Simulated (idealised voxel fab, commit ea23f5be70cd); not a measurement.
Proc. module: voxel self aligned contacts
For reference, the cross-section in this document is cut, with width 205 nm and square cells of 5 nm.
Each cross-section below is a grid of square cells, stated as bands in top-down order, with one or more rows of cells making up each band.
This entry defines a band. It first specifies the height of the band's top and the height of its bottom in nm, and then specifies the band's materials from left to right, stating each material with its width in nm. The word "all across" identifies a single material that fills the band from edge to edge, while the word "blank" identifies empty space.
Note: height 0 marks the level under which the wafer is uniformly one material as received. Lowest band unbounded below, written "0 -> down".
So if you see something like "30 to 40" for the width, read it as the top row of the band sitting at the first number and the bottom row at the second, with every row in between moving by the same amount as the last.
Where a step carries "no change", the cross-section came out of it unchanged, cell for cell.
Reported under the label "Sealed internal voids" are the empty spaces having no open way to the top and comprising 8 cells or more; the notation for each is width x height at distance, in which the distance is measured from the left edge and all three values are in nm.
Post-settings text on a step line: simulator's own remark regarding the step.
Among the settings permitted on a step's line is "overlay nm"; applied to a step with a mask, it specifies the extent to which the mask lay to the right of its planned position, whereas a negative figure signifies a position to the left.

### Steps in the process plan
- 1: RECEIVE, material Si
- 2: CONFORMAL_DEP, material SiO2, thk nm 5
- 3: DIRECTIONAL_DEP, material polySi, thk nm 20
- 4: DIRECTIONAL_DEP, material SiN, thk nm 20
- 5: MASKED_ETCH, tone cover, mask id GATE, width nm 25, pitch nm 50, etch materials SiN, depth nm 20, overlay nm 0
- 6: MASKED_ETCH, tone cover, mask id GATE, width nm 25, pitch nm 50, etch materials polySi, depth nm 20, overlay nm 0
- 7: CONFORMAL_DEP, material SiN, thk nm 5
- 8: DIRECTIONAL_ETCH, etch materials SiN, depth nm 5
- 9: FILL_DEP, material SiO2, thk nm 15
- 10: CMP, height nm 50
- 11: PATTERN, tone open, mask id CONTACT, material resist, width nm 35, pitch nm 50, thk nm 15, overlay nm 0
- 12: DIRECTIONAL_ETCH, etch materials SiO2, depth nm 50
- 13: STRIP, etch materials resist
- 14: CONFORMAL_DEP, material TiN, thk nm 5
- 15: FILL_DEP, material W, thk nm 10
- 16: CMP, height nm 50
- 17: CONFORMAL_DEP, material SiCN, thk nm 5

### First wafer of two (run as planned)

### Wafer cross-section on receipt, i.e. after step 1
0 -> down  Si all across
Sealed internal voids: none

### Wafer xsec, post step 2
5 -> 0  SiO2 all across
At heights below 0, the structure remains unaltered.

### Wafer xsec, post step 3
25 -> 5  polySi all across
At heights below 5, the structure remains unaltered.

### Wafer xsec, post step 4
45 -> 25  SiN all across
At heights below 25, the structure remains unaltered.

### Wafer xsec, post step 5
45 -> 25  40 blank | 25 SiN | 25 blank | 25 SiN | 25 blank | 25 SiN | 40 blank
At heights below 25, the structure remains unaltered.

### Wafer xsec, post step 6
45 -> 25  40 blank | 25 SiN | 25 blank | 25 SiN | 25 blank | 25 SiN | 40 blank
25 -> 5  40 blank | 25 polySi | 25 blank | 25 polySi | 25 blank | 25 polySi | 40 blank
At heights below 5, the structure remains unaltered.

### Wafer xsec, post step 7
50 -> 25  35 blank | 35 SiN | 15 blank | 35 SiN | 15 blank | 35 SiN | 35 blank
25 -> 10  35 blank | 5 SiN | 25 polySi | 5 SiN | 15 blank | 5 SiN | 25 polySi | 5 SiN | 15 blank | 5 SiN | 25 polySi | 5 SiN | 35 blank
10 -> 5  40 SiN | 25 polySi | 25 SiN | 25 polySi | 25 SiN | 25 polySi | 40 SiN
At heights below 5, the structure remains unaltered.

### Wafer xsec, post step 8
45 -> 25  35 blank | 35 SiN | 15 blank | 35 SiN | 15 blank | 35 SiN | 35 blank
25 -> 5  35 blank | 5 SiN | 25 polySi | 5 SiN | 15 blank | 5 SiN | 25 polySi | 5 SiN | 15 blank | 5 SiN | 25 polySi | 5 SiN | 35 blank
At heights below 5, the structure remains unaltered.

### Wafer xsec, post step 9
60 -> 45  SiO2 all across
45 -> 25  35 SiO2 | 35 SiN | 15 SiO2 | 35 SiN | 15 SiO2 | 35 SiN | 35 SiO2
25 -> 5  35 SiO2 | 5 SiN | 25 polySi | 5 SiN | 15 SiO2 | 5 SiN | 25 polySi | 5 SiN | 15 SiO2 | 5 SiN | 25 polySi | 5 SiN | 35 SiO2
At heights below 5, the structure remains unaltered.

### Wafer xsec, post step 10
50 -> 45  SiO2 all across
At heights below 45, the structure remains unaltered.

### Wafer xsec, post step 11
65 -> 50  60 resist | 35 blank | 15 resist | 35 blank | 60 resist
At heights below 50, the structure remains unaltered.

### Wafer xsec, post step 12
65 -> 50  60 resist | 35 blank | 15 resist | 35 blank | 60 resist
50 -> 45  60 SiO2 | 35 blank | 15 SiO2 | 35 blank | 60 SiO2
45 -> 25  35 SiO2 | 35 SiN | 15 blank | 35 SiN | 15 blank | 35 SiN | 35 SiO2
25 -> 5  35 SiO2 | 5 SiN | 25 polySi | 5 SiN | 15 blank | 5 SiN | 25 polySi | 5 SiN | 15 blank | 5 SiN | 25 polySi | 5 SiN | 35 SiO2
5 -> 0  70 SiO2 | 15 blank | 35 SiO2 | 15 blank | 70 SiO2
At heights below 0, the structure remains unaltered.

### Wafer xsec, post step 13
50 -> 45  60 SiO2 | 35 blank | 15 SiO2 | 35 blank | 60 SiO2
At heights below 45, the structure remains unaltered.

### Wafer xsec, post step 14
55 -> 50  65 TiN | 25 blank | 25 TiN | 25 blank | 65 TiN
50 -> 45  60 SiO2 | 15 TiN | 5 blank | 15 TiN | 15 SiO2 | 15 TiN | 5 blank | 15 TiN | 60 SiO2
45 -> 25  35 SiO2 | 35 SiN | 5 TiN | 5 blank | 5 TiN | 35 SiN | 5 TiN | 5 blank | 5 TiN | 35 SiN | 35 SiO2
25 -> 5  35 SiO2 | 5 SiN | 25 polySi | 5 SiN | 5 TiN | 5 blank | 5 TiN | 5 SiN | 25 polySi | 5 SiN | 5 TiN | 5 blank | 5 TiN | 5 SiN | 25 polySi | 5 SiN | 35 SiO2
5 -> 0  70 SiO2 | 15 TiN | 35 SiO2 | 15 TiN | 70 SiO2
At heights below 0, the structure remains unaltered.

### Wafer xsec, post step 15
65 -> 55  W all across
55 -> 50  65 TiN | 25 W | 25 TiN | 25 W | 65 TiN
50 -> 45  60 SiO2 | 15 TiN | 5 W | 15 TiN | 15 SiO2 | 15 TiN | 5 W | 15 TiN | 60 SiO2
45 -> 25  35 SiO2 | 35 SiN | 5 TiN | 5 W | 5 TiN | 35 SiN | 5 TiN | 5 W | 5 TiN | 35 SiN | 35 SiO2
25 -> 5  35 SiO2 | 5 SiN | 25 polySi | 5 SiN | 5 TiN | 5 W | 5 TiN | 5 SiN | 25 polySi | 5 SiN | 5 TiN | 5 W | 5 TiN | 5 SiN | 25 polySi | 5 SiN | 35 SiO2
At heights below 5, the structure remains unaltered.

### Wafer xsec, post step 16
50 -> 45  60 SiO2 | 15 TiN | 5 W | 15 TiN | 15 SiO2 | 15 TiN | 5 W | 15 TiN | 60 SiO2
At heights below 45, the structure remains unaltered.

### Wafer xsec, post step 17
55 -> 50  SiCN all across
At heights below 50, the structure remains unaltered.

### The remaining wafer, second of the two, started like the first and was run to the same plan, except that one mistake was made along the way; the two coincide through step 4, inclusive

### Second wafer, cross-section, planned end of step 5
45 -> 25  30 blank | 25 SiN | 25 blank | 25 SiN | 25 blank | 25 SiN | 50 blank
At heights below 25, the structure remains unaltered.

### Second wafer, cross-section, planned end of step 6
45 -> 25  30 blank | 25 SiN | 25 blank | 25 SiN | 25 blank | 25 SiN | 50 blank
25 -> 5  30 blank | 35 polySi | 15 blank | 35 polySi | 15 blank | 35 polySi | 40 blank
At heights below 5, the structure remains unaltered.

### Second wafer, cross-section, planned end of step 7
50 -> 30  25 blank | 35 SiN | 15 blank | 35 SiN | 15 blank | 35 SiN | 45 blank
30 -> 25  25 blank | 45 SiN | 5 blank | 45 SiN | 5 blank | 45 SiN | 35 blank
25 -> 10  25 blank | 5 SiN | 35 polySi | 5 SiN | 5 blank | 5 SiN | 35 polySi | 5 SiN | 5 blank | 5 SiN | 35 polySi | 5 SiN | 35 blank
10 -> 5  30 SiN | 35 polySi | 15 SiN | 35 polySi | 15 SiN | 35 polySi | 40 SiN
At heights below 5, the structure remains unaltered.

### Second wafer, cross-section, planned end of step 8
45 -> 25  25 blank | 35 SiN | 15 blank | 35 SiN | 15 blank | 35 SiN | 45 blank
25 -> 5  25 blank | 5 SiN | 35 polySi | 5 SiN | 5 blank | 5 SiN | 35 polySi | 5 SiN | 5 blank | 5 SiN | 35 polySi | 5 SiN | 35 blank
At heights below 5, the structure remains unaltered.

### Second wafer, cross-section, planned end of step 9
60 -> 45  SiO2 all across
45 -> 25  25 SiO2 | 35 SiN | 15 SiO2 | 35 SiN | 15 SiO2 | 35 SiN | 45 SiO2
25 -> 5  25 SiO2 | 5 SiN | 35 polySi | 5 SiN | 5 SiO2 | 5 SiN | 35 polySi | 5 SiN | 5 SiO2 | 5 SiN | 35 polySi | 5 SiN | 35 SiO2
At heights below 5, the structure remains unaltered.

### Second wafer, cross-section, planned end of step 10
50 -> 45  SiO2 all across
At heights below 45, the structure remains unaltered.

### Second wafer, cross-section, planned end of step 11
65 -> 50  60 resist | 35 blank | 15 resist | 35 blank | 60 resist
At heights below 50, the structure remains unaltered.

### Second wafer, cross-section, planned end of step 12
65 -> 50  60 resist | 35 blank | 15 resist | 35 blank | 60 resist
50 -> 45  60 SiO2 | 35 blank | 15 SiO2 | 35 blank | 60 SiO2
45 -> 25  25 SiO2 | 35 SiN | 15 blank | 35 SiN | 15 blank | 35 SiN | 45 SiO2
25 -> 5  25 SiO2 | 5 SiN | 35 polySi | 5 SiN | 5 blank | 5 SiN | 35 polySi | 5 SiN | 5 blank | 5 SiN | 35 polySi | 5 SiN | 35 SiO2
5 -> 0  70 SiO2 | 5 blank | 45 SiO2 | 5 blank | 80 SiO2
At heights below 0, the structure remains unaltered.

### Second wafer, cross-section, planned end of step 13
50 -> 45  60 SiO2 | 35 blank | 15 SiO2 | 35 blank | 60 SiO2
At heights below 45, the structure remains unaltered.

### Second wafer, cross-section, planned end of step 14
55 -> 50  65 TiN | 25 blank | 25 TiN | 25 blank | 65 TiN
50 -> 45  60 SiO2 | 5 TiN | 5 blank | 25 TiN | 15 SiO2 | 5 TiN | 5 blank | 25 TiN | 60 SiO2
45 -> 30  25 SiO2 | 35 SiN | 5 TiN | 5 blank | 5 TiN | 35 SiN | 5 TiN | 5 blank | 5 TiN | 35 SiN | 45 SiO2
30 -> 25  25 SiO2 | 35 SiN | 15 TiN | 35 SiN | 15 TiN | 35 SiN | 45 SiO2
25 -> 5  25 SiO2 | 5 SiN | 35 polySi | 5 SiN | 5 TiN | 5 SiN | 35 polySi | 5 SiN | 5 TiN | 5 SiN | 35 polySi | 5 SiN | 35 SiO2
5 -> 0  70 SiO2 | 5 TiN | 45 SiO2 | 5 TiN | 80 SiO2
At heights below 0, the structure remains unaltered.

### Second wafer, cross-section, planned end of step 15
65 -> 55  W all across
55 -> 50  65 TiN | 25 W | 25 TiN | 25 W | 65 TiN
50 -> 45  60 SiO2 | 5 TiN | 5 W | 25 TiN | 15 SiO2 | 5 TiN | 5 W | 25 TiN | 60 SiO2
45 -> 30  25 SiO2 | 35 SiN | 5 TiN | 5 W | 5 TiN | 35 SiN | 5 TiN | 5 W | 5 TiN | 35 SiN | 45 SiO2
At heights below 30, the structure remains unaltered.

### Second wafer, cross-section, planned end of step 16
50 -> 45  60 SiO2 | 5 TiN | 5 W | 25 TiN | 15 SiO2 | 5 TiN | 5 W | 25 TiN | 60 SiO2
At heights below 45, the structure remains unaltered.

### Second wafer, cross-section, planned end of step 17
55 -> 50  SiCN all across
At heights below 50, the structure remains unaltered.
Diagnosis: not per plan at step 5, really ran MASKED_ETCH, tone cover, mask id GATE, width nm 25, pitch nm 50, etch materials SiN, depth nm 20, overlay nm -10
End of process, cell counts, second wafer against first, materials with more or fewer: SiO2 -4 | TiN -10 | W -10 | polySi +24
